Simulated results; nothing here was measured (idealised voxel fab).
process module | voxel self aligned vias
cross-section cut | 220 nm wide | cells 5 nm
A cross-section is a grid of square cells, given in bands from the top down. A band is one or more rows of cells.
Each band's line starts with the height of the band's top and of its bottom, in nm. Then come its materials from left to right, each with its width in nm. One material with "throughout" fills the band from edge to edge. "air" is empty space.
Height 0 is the level under which the wafer as received is all one material. The lowest band goes on downwards, as in "0 down".
A width such as "30 to 40" changes by the same amount from each row of cells to the next, from the band's top row to its bottom row.
"no change" after a step means that no cell of the cross-section changed.
closed voids: empty space of 8 cells or more with no open way to the top, each as width x height at its distance from the left edge, in nm
after a step's settings: what the simulator itself notes on the step
overlay nm, on a step with a mask: how far to the right of its planned place the mask lay; to the left if negative
plan
1 op RECEIVE | material Si
2 op CONFORMAL_DEP | material SiO2 | thk nm 10
3 op CONFORMAL_DEP | material SiCN | thk nm 5
4 op DIRECTIONAL_DEP | material lowk | thk nm 30
5 op DIRECTIONAL_DEP | material aC | thk nm 10
6 op PATTERN | tone open | mask id LINES | material resist | width nm 30 | pitch nm 70 | thk nm 30 | overlay nm 0
7 op DIRECTIONAL_ETCH | etch materials aC | depth nm 10
8 op STRIP | etch materials resist
9 op DIRECTIONAL_ETCH | etch materials lowk | depth nm 30
10 op STRIP | etch materials aC
11 op CONFORMAL_DEP | material TiN | thk nm 5
12 op FILL_DEP | material W | thk nm 5
13 op CMP | height nm 45
14 op SELECTIVE_ETCH | etch materials W Ru TiN | depth nm 10
15 op FILL_DEP | material SiN | thk nm 10
16 op CMP | height nm 45
17 op DIRECTIONAL_DEP | material lowk | thk nm 15
18 op MASKED_ETCH | tone open | mask id VIAS | width nm 40 | pitch nm 70 | etch materials lowk | depth nm 15 | overlay nm 0
19 op MASKED_ETCH | tone open | mask id VIAS | width nm 40 | pitch nm 70 | etch materials SiN | depth nm 10 | overlay nm 0
20 op CONFORMAL_DEP | material TiN | thk nm 5
21 op FILL_DEP | material W | thk nm 10
22 op CMP | height nm 60
23 op CONFORMAL_DEP | material SiCN | thk nm 5
first wafer, as planned
as received, after step 1
  0 down: Si throughout
  closed voids: none
after step 2
  10 to 0: SiO2 throughout
  below 0: unchanged
after step 3
  15 to 10: SiCN throughout
  below 10: unchanged
after step 4
  45 to 15: lowk throughout
  below 15: unchanged
after step 5
  55 to 45: aC throughout
  below 45: unchanged
after step 6
  85 to 55: resist 60 | air 30 | resist 40 | air 30 | resist 60
  below 55: unchanged
after step 7
  75 to 55: resist 60 | air 30 | resist 40 | air 30 | resist 60
  55 to 45: aC 60 | air 30 | aC 40 | air 30 | aC 60
  below 45: unchanged
after step 8
  55 to 45: aC 60 | air 30 | aC 40 | air 30 | aC 60
  below 45: unchanged
after step 9
  55 to 45: aC 60 | air 30 | aC 40 | air 30 | aC 60
  45 to 15: lowk 60 | air 30 | lowk 40 | air 30 | lowk 60
  below 15: unchanged
after step 10
  45 to 15: lowk 60 | air 30 | lowk 40 | air 30 | lowk 60
  below 15: unchanged
after step 11
  50 to 45: TiN 65 | air 20 | TiN 50 | air 20 | TiN 65
  45 to 20: lowk 60 | TiN 5 | air 20 | TiN 5 | lowk 40 | TiN 5 | air 20 | TiN 5 | lowk 60
  20 to 15: lowk 60 | TiN 30 | lowk 40 | TiN 30 | lowk 60
  below 15: unchanged
after step 12
  55 to 50: W throughout
  50 to 45: TiN 65 | W 20 | TiN 50 | W 20 | TiN 65
  45 to 20: lowk 60 | TiN 5 | W 20 | TiN 5 | lowk 40 | TiN 5 | W 20 | TiN 5 | lowk 60
  below 20: unchanged
after step 13
  45 to 20: lowk 60 | TiN 5 | W 20 | TiN 5 | lowk 40 | TiN 5 | W 20 | TiN 5 | lowk 60
  below 20: unchanged
after step 14
  45 to 35: lowk 60 | air 30 | lowk 40 | air 30 | lowk 60
  below 35: unchanged
after step 15
  55 to 45: SiN throughout
  45 to 35: lowk 60 | SiN 30 | lowk 40 | SiN 30 | lowk 60
  below 35: unchanged
after step 16
  45 to 35: lowk 60 | SiN 30 | lowk 40 | SiN 30 | lowk 60
  below 35: unchanged
after step 17
  60 to 45: lowk throughout
  below 45: unchanged
after step 18
  60 to 45: lowk 55 | air 40 | lowk 30 | air 40 | lowk 55
  below 45: unchanged
after step 19
  60 to 45: lowk 55 | air 40 | lowk 30 | air 40 | lowk 55
  45 to 35: lowk 60 | air 30 | lowk 40 | air 30 | lowk 60
  below 35: unchanged
after step 20
  65 to 60: TiN 60 | air 30 | TiN 40 | air 30 | TiN 60
  60 to 50: lowk 55 | TiN 5 | air 30 | TiN 5 | lowk 30 | TiN 5 | air 30 | TiN 5 | lowk 55
  50 to 40: lowk 55 to 60 | TiN 10 to 5 | air 20 | TiN 10 to 5 | lowk 30 to 40 | TiN 10 to 5 | air 20 | TiN 10 to 5 | lowk 55 to 60
  40 to 35: lowk 60 | TiN 30 | lowk 40 | TiN 30 | lowk 60
  below 35: unchanged
after step 21
  75 to 65: W throughout
  65 to 60: TiN 60 | W 30 | TiN 40 | W 30 | TiN 60
  60 to 50: lowk 55 | TiN 5 | W 30 | TiN 5 | lowk 30 | TiN 5 | W 30 | TiN 5 | lowk 55
  50 to 40: lowk 55 to 60 | TiN 10 to 5 | W 20 | TiN 10 to 5 | lowk 30 to 40 | TiN 10 to 5 | W 20 | TiN 10 to 5 | lowk 55 to 60
  below 40: unchanged
after step 22
  60 to 50: lowk 55 | TiN 5 | W 30 | TiN 5 | lowk 30 | TiN 5 | W 30 | TiN 5 | lowk 55
  below 50: unchanged
after step 23
  65 to 60: SiCN throughout
  below 60: unchanged
second wafer: like start, like plan, one mistake. Through step 1 it matches the first wafer
when step 2 should have ended: no change
when step 3 should have ended
  5 to 0: SiCN throughout
  below 0: unchanged
when step 4 should have ended
  35 to 5: lowk throughout
  below 5: unchanged
when step 5 should have ended
  45 to 35: aC throughout
  below 35: unchanged
when step 6 should have ended
  75 to 45: resist 60 | air 30 | resist 40 | air 30 | resist 60
  below 45: unchanged
when step 7 should have ended
  65 to 45: resist 60 | air 30 | resist 40 | air 30 | resist 60
  45 to 35: aC 60 | air 30 | aC 40 | air 30 | aC 60
  below 35: unchanged
when step 8 should have ended
  45 to 35: aC 60 | air 30 | aC 40 | air 30 | aC 60
  below 35: unchanged
when step 9 should have ended
  45 to 35: aC 60 | air 30 | aC 40 | air 30 | aC 60
  35 to 5: lowk 60 | air 30 | lowk 40 | air 30 | lowk 60
  below 5: unchanged
when step 10 should have ended
  35 to 5: lowk 60 | air 30 | lowk 40 | air 30 | lowk 60
  below 5: unchanged
when step 11 should have ended
  40 to 35: TiN 65 | air 20 | TiN 50 | air 20 | TiN 65
  35 to 10: lowk 60 | TiN 5 | air 20 | TiN 5 | lowk 40 | TiN 5 | air 20 | TiN 5 | lowk 60
  10 to 5: lowk 60 | TiN 30 | lowk 40 | TiN 30 | lowk 60
  below 5: unchanged
when step 12 should have ended
  45 to 40: W throughout
  40 to 35: TiN 65 | W 20 | TiN 50 | W 20 | TiN 65
  35 to 10: lowk 60 | TiN 5 | W 20 | TiN 5 | lowk 40 | TiN 5 | W 20 | TiN 5 | lowk 60
  below 10: unchanged
when step 13 should have ended: no change
when step 14 should have ended
  35 to 10: lowk 60 | TiN 5 | W 20 | TiN 5 | lowk 40 | TiN 5 | W 20 | TiN 5 | lowk 60
  below 10: unchanged
when step 15 should have ended
  45 to 35: SiN throughout
  below 35: unchanged
when step 16 should have ended: no change
when step 17 should have ended
  60 to 45: lowk throughout
  below 45: unchanged
when step 18 should have ended
  60 to 45: lowk 55 | air 40 | lowk 30 | air 40 | lowk 55
  below 45: unchanged
when step 19 should have ended
  60 to 45: lowk 55 | air 40 | lowk 30 | air 40 | lowk 55
  45 to 35: SiN 55 | air 40 | SiN 30 | air 40 | SiN 55
  below 35: unchanged
when step 20 should have ended
  65 to 60: TiN 60 | air 30 | TiN 40 | air 30 | TiN 60
  60 to 45: lowk 55 | TiN 5 | air 30 | TiN 5 | lowk 30 | TiN 5 | air 30 | TiN 5 | lowk 55
  45 to 40: SiN 55 | TiN 5 | air 30 | TiN 5 | SiN 30 | TiN 5 | air 30 | TiN 5 | SiN 55
  40 to 35: SiN 55 | TiN 40 | SiN 30 | TiN 40 | SiN 55
  below 35: unchanged
when step 21 should have ended
  75 to 65: W throughout
  65 to 60: TiN 60 | W 30 | TiN 40 | W 30 | TiN 60
  60 to 45: lowk 55 | TiN 5 | W 30 | TiN 5 | lowk 30 | TiN 5 | W 30 | TiN 5 | lowk 55
  45 to 40: SiN 55 | TiN 5 | W 30 | TiN 5 | SiN 30 | TiN 5 | W 30 | TiN 5 | SiN 55
  below 40: unchanged
when step 22 should have ended
  60 to 45: lowk 55 | TiN 5 | W 30 | TiN 5 | lowk 30 | TiN 5 | W 30 | TiN 5 | lowk 55
  below 45: unchanged
when step 23 should have ended
  65 to 60: SiCN throughout
  below 60: unchanged
what went wrong: step 2 was left out
at the end the second wafer has, in cells: 56 more of SiN | 88 fewer of SiO2 | 8 more of TiN | 24 more of W
